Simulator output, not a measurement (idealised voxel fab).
The following is a process module called voxel self aligned vias.
175 nm wide, 5 nm square cells: that's cross-section cut.
Cross-section = grid of square cells, listed top down in bands; band = one or more rows. For a band, the entry starts with two heights in nm, that of the top and then that of the bottom, and carries on with the band's materials in order from left to right, each alongside its width in nm; the word "everywhere" beside a single material means it fills the band edge to edge, and "empty" means empty space. We count height from 0. Below that, the starting wafer is all one material. The lowest band never ends at the bottom but goes on down; see "0..down" for how that is written. Width: "30..40" (first number = top row, second number = bottom row, same change from row to row of cells). "remains unaltered", as given for a step, is the statement that not any cell of the cross-section underwent a change during that step. "Encapsulated voids" lists enclosed empty spaces (at least 8 cells, no open path upward to the top), each as width x height at distance from the left edge, in nm. Formally, on a step line, whatever follows the settings is a remark that the simulator itself makes on the step. overlay nm: right-of-plan distance of the mask on a masked step; negative values mean left-of-plan.
## The steps planned for the process are as follows
step 1: op RECEIVE | material Si
step 2: op CONFORMAL_DEP | material SiO2 | thk nm 15
step 3: op CONFORMAL_DEP | material SiCN | thk nm 5
step 4: op DIRECTIONAL_DEP | material lowk | thk nm 25
step 5: op DIRECTIONAL_DEP | material aC | thk nm 15
step 6: op PATTERN | tone open | mask id LINES | material resist | width nm 25 | pitch nm 65 | thk nm 35 | overlay nm 0
step 7: op DIRECTIONAL_ETCH | etch materials aC | depth nm 15
step 8: op STRIP | etch materials resist
step 9: op DIRECTIONAL_ETCH | etch materials lowk | depth nm 25
step 10: op STRIP | etch materials aC
step 11: op CONFORMAL_DEP | material TiN | thk nm 5
step 12: op FILL_DEP | material W | thk nm 10
step 13: op CMP | height nm 45
step 14: op SELECTIVE_ETCH | etch materials W Ru TiN | depth nm 5
step 15: op FILL_DEP | material SiN | thk nm 5
step 16: op CMP | height nm 45
step 17: op DIRECTIONAL_DEP | material lowk | thk nm 15
step 18: op MASKED_ETCH | tone open | mask id VIAS | width nm 35 | etch materials lowk | depth nm 15 | overlay nm 0
step 19: op MASKED_ETCH | tone open | mask id VIAS | width nm 35 | etch materials SiN | depth nm 5 | overlay nm 0
step 20: op CONFORMAL_DEP | material TiN | thk nm 5
step 21: op FILL_DEP | material Cu | thk nm 5
step 22: op CMP | height nm 60
step 23: op CONFORMAL_DEP | material SiN | thk nm 5
## Cross-sectional view of the wafer in its as-received condition, corresponding to the state after step 1
* 0..down = Si everywhere
* Encapsulated voids: none
## The plan above was carried out on the starting structure above with one mistake, and this cross-section shows the wafer at the end of the module
* 65..60 = SiN everywhere
* 60..50 = lowk (35), TiN (5), Cu (25), TiN (5), lowk (105)
* 50..45 = lowk (35), TiN (10), Cu (15), TiN (10), lowk (105)
* 45..40 = lowk (40), TiN (25), lowk (40), SiN (25), lowk (45)
* 40..35 = lowk (40), TiN (25), lowk (40), TiN (25), lowk (45)
* 35..30 = SiCN everywhere
* 30..0 = SiO2 everywhere
* 0..down = Si everywhere
* Encapsulated voids: none
The mistake made against the process plan was this: step 2 of the plan was twice carried out
